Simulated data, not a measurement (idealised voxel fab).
Name of the process module below: voxel released beams
Square cell edge 5 nm, section width 220 nm, ID cut.
Square cells in a grid make up a cross-section in this document, and the grid is given as bands, listed from the top down, each one or more rows of cells. Band: top height; bottom height; in nm. Then, left to right: material with width in nm, for each material. "all across": a single material spanning edge to edge. "air": empty space. Zero point of the height axis is 0; under it, received wafer = one material. Lowest band: continues down indefinitely, "0..down". Read "30->40" as a graded width: first number on top, second number at the bottom, same change between each pair of neighbouring rows. The cross-section has no changed cell in any step marked "remained unchanged". "Enclosed voids" lists enclosed empty spaces (at least 8 cells, no open path upward to the top), each as width x height at distance from the left edge, in nm. Read whatever lies past the settings on a step's line as the simulator's own remark about the step. overlay nm: mask right of planned place by this much (step with mask). Neg. = left.

Set out below are the planned steps of the process
1) op RECEIVE | material Si
2) op CONFORMAL_DEP | material SiN | thk nm 5
3) op DIRECTIONAL_DEP | material SiO2 | thk nm 15
4) op DIRECTIONAL_DEP | material aC | thk nm 15
5) op PATTERN | tone open | mask id ANCHOR | material resist | width nm 30 | thk nm 30 | overlay nm 0
6) op DIRECTIONAL_ETCH | etch materials aC | depth nm 15
7) op STRIP | etch materials resist
8) op DIRECTIONAL_ETCH | etch materials SiO2 | depth nm 15
9) op STRIP | etch materials aC
10) op CONFORMAL_DEP | material W | thk nm 10
11) op DIRECTIONAL_DEP | material aC | thk nm 10
12) op PATTERN | tone cover | mask id BEAM | material resist | width nm 105 | thk nm 25 | overlay nm -15
13) op DIRECTIONAL_ETCH | etch materials aC | depth nm 10
14) op STRIP | etch materials resist
15) op DIRECTIONAL_ETCH | etch materials W | depth nm 10
16) op STRIP | etch materials aC
17) op STRIP | etch materials SiO2
The value of overlay nm given for step 12 in the plan refers to the first wafer; the wafers vary in this setting and are alike at the start.

Sectional view: first of several wafers, as received, after step 1
  0..down: Si all across
  Enclosed voids: none

Tabulated below, wafer by wafer, are the end-of-module results: for each material, the number of cells gained (+) or lost (-) relative to the as-received state, followed by the closed voids
overlay nm -15; +44 SiN; +54 W; Enclosed voids: none
overlay nm -10; +44 SiN; +54 W; Enclosed voids: none
overlay nm -5; +44 SiN; +54 W; Enclosed voids: none
overlay nm 0; +44 SiN; +54 W; Enclosed voids: none
overlay nm 5; +44 SiN; +54 W; Enclosed voids: none
overlay nm 10; +44 SiN; +54 W; Enclosed voids: none
overlay nm 15; +44 SiN; +54 W; Enclosed voids: none
